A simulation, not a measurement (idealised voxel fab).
Documented hereafter: the process module known as voxel air gaps.
For reference, the cross-section in this document is cut, with width 205 nm and square cells of 5 nm.
We lay out every cross-section as a grid of square cells and spell it out in bands from the top down, where one band means one or more rows of cells.
Look at the band entry: it leads with the top's height and the bottom's height in nm. Then it lists the materials left to right, with a width in nm for each. The word "edge to edge" on a single material says that material fills the band edge to edge. The word "empty" is empty space.
Counting heights begins at 0, where everything beneath is, in the wafer as received, one material. The lowest band has no bottom; it goes on downwards, as "z 0 and below" shows.
Note: "30 to 40" means the width goes from the first number (top row of the band) to the second number (bottom row) in equal steps per row of cells.
Step marked "no modification"? Then no cell in the cross-section changed in it.
So "Enclosed cavity list" is basically the list of trapped voids: any empty space of 8 cells or more that can't reach the top through an opening. They're written width x height at distance, the distance being from the left edge, and it's all nm.
The remark found on a step's line after its settings is issued by the simulator itself and pertains to that step.
overlay nm: where the mask lay relative to plan, measured to the right, on steps with a mask; negatives go left.
[Process steps foreseen in the plan]
1: RECEIVE: material Si
2: CONFORMAL_DEP: material SiO2, thk nm 10
3: CONFORMAL_DEP: material SiN, thk nm 5
4: DIRECTIONAL_DEP: material SiO2, thk nm 35
5: PATTERN: tone open, mask id LINES, material resist, width nm 25, pitch nm 55, thk nm 20, overlay nm 0
6: DIRECTIONAL_ETCH: etch materials SiO2, depth nm 35
7: STRIP: etch materials resist
8: CONFORMAL_DEP: material TiN, thk nm 5
9: FILL_DEP: material Ru, thk nm 5
10: CMP: height nm 50
11: EPI: material Ru, thk nm 10
12: SELECTIVE_ETCH: etch materials SiO2, depth nm 45
13: CONFORMAL_DEP: material SiCN, thk nm 5
[Of two wafers, the first: run according to plan]
[The cross-section here shows the wafer as received, i.e. in its state after step 1]
  z 0 and below  Si edge to edge
  Enclosed cavity list: none
[Upon completion of step 2, the wafer appears in cross-section as shown]
  z 10 to 0  SiO2 edge to edge
  Below 0 it's all the same as before, nothing changed down there.
[Upon completion of step 3, the wafer appears in cross-section as shown]
  z 15 to 10  SiN edge to edge
  Below 10 it's all the same as before, nothing changed down there.
[Upon completion of step 4, the wafer appears in cross-section as shown]
  z 50 to 15  SiO2 edge to edge
  Below 15 it's all the same as before, nothing changed down there.
[Upon completion of step 5, the wafer appears in cross-section as shown]
  z 70 to 50  resist (35) | empty (25) | resist (30) | empty (25) | resist (30) | empty (25) | resist (35)
  Below 50 it's all the same as before, nothing changed down there.
[Upon completion of step 6, the wafer appears in cross-section as shown]
  z 70 to 50  resist (35) | empty (25) | resist (30) | empty (25) | resist (30) | empty (25) | resist (35)
  z 50 to 15  SiO2 (35) | empty (25) | SiO2 (30) | empty (25) | SiO2 (30) | empty (25) | SiO2 (35)
  Below 15 it's all the same as before, nothing changed down there.
[Upon completion of step 7, the wafer appears in cross-section as shown]
  z 50 to 15  SiO2 (35) | empty (25) | SiO2 (30) | empty (25) | SiO2 (30) | empty (25) | SiO2 (35)
  Below 15 it's all the same as before, nothing changed down there.
[Upon completion of step 8, the wafer appears in cross-section as shown]
  z 55 to 50  TiN (40) | empty (15) | TiN (40) | empty (15) | TiN (40) | empty (15) | TiN (40)
  z 50 to 20  SiO2 (35) | TiN (5) | empty (15) | TiN (5) | SiO2 (30) | TiN (5) | empty (15) | TiN (5) | SiO2 (30) | TiN (5) | empty (15) | TiN (5) | SiO2 (35)
  z 20 to 15  SiO2 (35) | TiN (25) | SiO2 (30) | TiN (25) | SiO2 (30) | TiN (25) | SiO2 (35)
  Below 15 it's all the same as before, nothing changed down there.
[Upon completion of step 9, the wafer appears in cross-section as shown]
  z 60 to 55  Ru edge to edge
  z 55 to 50  TiN (40) | Ru (15) | TiN (40) | Ru (15) | TiN (40) | Ru (15) | TiN (40)
  z 50 to 20  SiO2 (35) | TiN (5) | Ru (15) | TiN (5) | SiO2 (30) | TiN (5) | Ru (15) | TiN (5) | SiO2 (30) | TiN (5) | Ru (15) | TiN (5) | SiO2 (35)
  Below 20 it's all the same as before, nothing changed down there.
[Upon completion of step 10, the wafer appears in cross-section as shown]
  z 50 to 20  SiO2 (35) | TiN (5) | Ru (15) | TiN (5) | SiO2 (30) | TiN (5) | Ru (15) | TiN (5) | SiO2 (30) | TiN (5) | Ru (15) | TiN (5) | SiO2 (35)
  Below 20 it's all the same as before, nothing changed down there.
[Upon completion of step 11, the wafer appears in cross-section as shown]
  z 60 to 50  empty (25) | Ru (45) | empty (10) | Ru (45) | empty (10) | Ru (45) | empty (25)
  Below 50 it's all the same as before, nothing changed down there.
[Upon completion of step 12, the wafer appears in cross-section as shown]
  z 60 to 50  empty (25) | Ru (45) | empty (10) | Ru (45) | empty (10) | Ru (45) | empty (25)
  z 50 to 20  empty (35) | TiN (5) | Ru (15) | TiN (5) | empty (30) | TiN (5) | Ru (15) | TiN (5) | empty (30) | TiN (5) | Ru (15) | TiN (5) | empty (35)
  z 20 to 15  empty (35) | TiN (25) | empty (30) | TiN (25) | empty (30) | TiN (25) | empty (35)
  Below 15 it's all the same as before, nothing changed down there.
[Upon completion of step 13, the wafer appears in cross-section as shown]
  z 65 to 60  empty (20) | SiCN (165) | empty (20)
  z 60 to 50  empty (20) | SiCN (5) | Ru (45) | SiCN (10) | Ru (45) | SiCN (10) | Ru (45) | SiCN (5) | empty (20)
  z 50 to 45  empty (20) | SiCN (15) | TiN (5) | Ru (15) | TiN (5) | SiCN (30) | TiN (5) | Ru (15) | TiN (5) | SiCN (30) | TiN (5) | Ru (15) | TiN (5) | SiCN (15) | empty (20)
  z 45 to 20  empty (30) | SiCN (5) | TiN (5) | Ru (15) | TiN (5) | SiCN (5) | empty (20) | SiCN (5) | TiN (5) | Ru (15) | TiN (5) | SiCN (5) | empty (20) | SiCN (5) | TiN (5) | Ru (15) | TiN (5) | SiCN (5) | empty (30)
  z 20 to 15  SiCN (35) | TiN (25) | SiCN (30) | TiN (25) | SiCN (30) | TiN (25) | SiCN (35)
  Below 15 it's all the same as before, nothing changed down there.
  Enclosed cavity list: 20 x 25 at 65; 20 x 25 at 120
[Okay, second wafer. Nothing different at the start, nothing different in the plan, just one mistake somewhere in the running. As far as step 10, counting that step, it's the first wafer all over again]
[Second wafer at the planned finish of step 11, seen in cross-section]
  z 70 to 50  empty (15) | Ru (175) | empty (15)
  Below 50 it's all the same as before, nothing changed down there.
[Second wafer at the planned finish of step 12, seen in cross-section]
  z 70 to 50  empty (15) | Ru (175) | empty (15)
  z 50 to 20  empty (35) | TiN (5) | Ru (15) | TiN (5) | SiO2 (30) | TiN (5) | Ru (15) | TiN (5) | SiO2 (30) | TiN (5) | Ru (15) | TiN (5) | empty (35)
  z 20 to 15  empty (35) | TiN (25) | SiO2 (30) | TiN (25) | SiO2 (30) | TiN (25) | empty (35)
  Below 15 it's all the same as before, nothing changed down there.
[Second wafer at the planned finish of step 13, seen in cross-section]
  z 75 to 70  empty (10) | SiCN (185) | empty (10)
  z 70 to 50  empty (10) | SiCN (5) | Ru (175) | SiCN (5) | empty (10)
  z 50 to 45  empty (10) | SiCN (25) | TiN (5) | Ru (15) | TiN (5) | SiO2 (30) | TiN (5) | Ru (15) | TiN (5) | SiO2 (30) | TiN (5) | Ru (15) | TiN (5) | SiCN (25) | empty (10)
  z 45 to 20  empty (30) | SiCN (5) | TiN (5) | Ru (15) | TiN (5) | SiO2 (30) | TiN (5) | Ru (15) | TiN (5) | SiO2 (30) | TiN (5) | Ru (15) | TiN (5) | SiCN (5) | empty (30)
  z 20 to 15  SiCN (35) | TiN (25) | SiO2 (30) | TiN (25) | SiO2 (30) | TiN (25) | SiCN (35)
  Below 15 it's all the same as before, nothing changed down there.
Which mistake was made when the wafer was run? heads up, step 11 of the plan got done twice
Wafer comparison, final, in cells, second relative to first, materials more or fewer: +86 Ru; -40 SiCN; +84 SiO2
Ultimately, the number of closed voids is 2 in the first wafer and 0 in the second wafer.
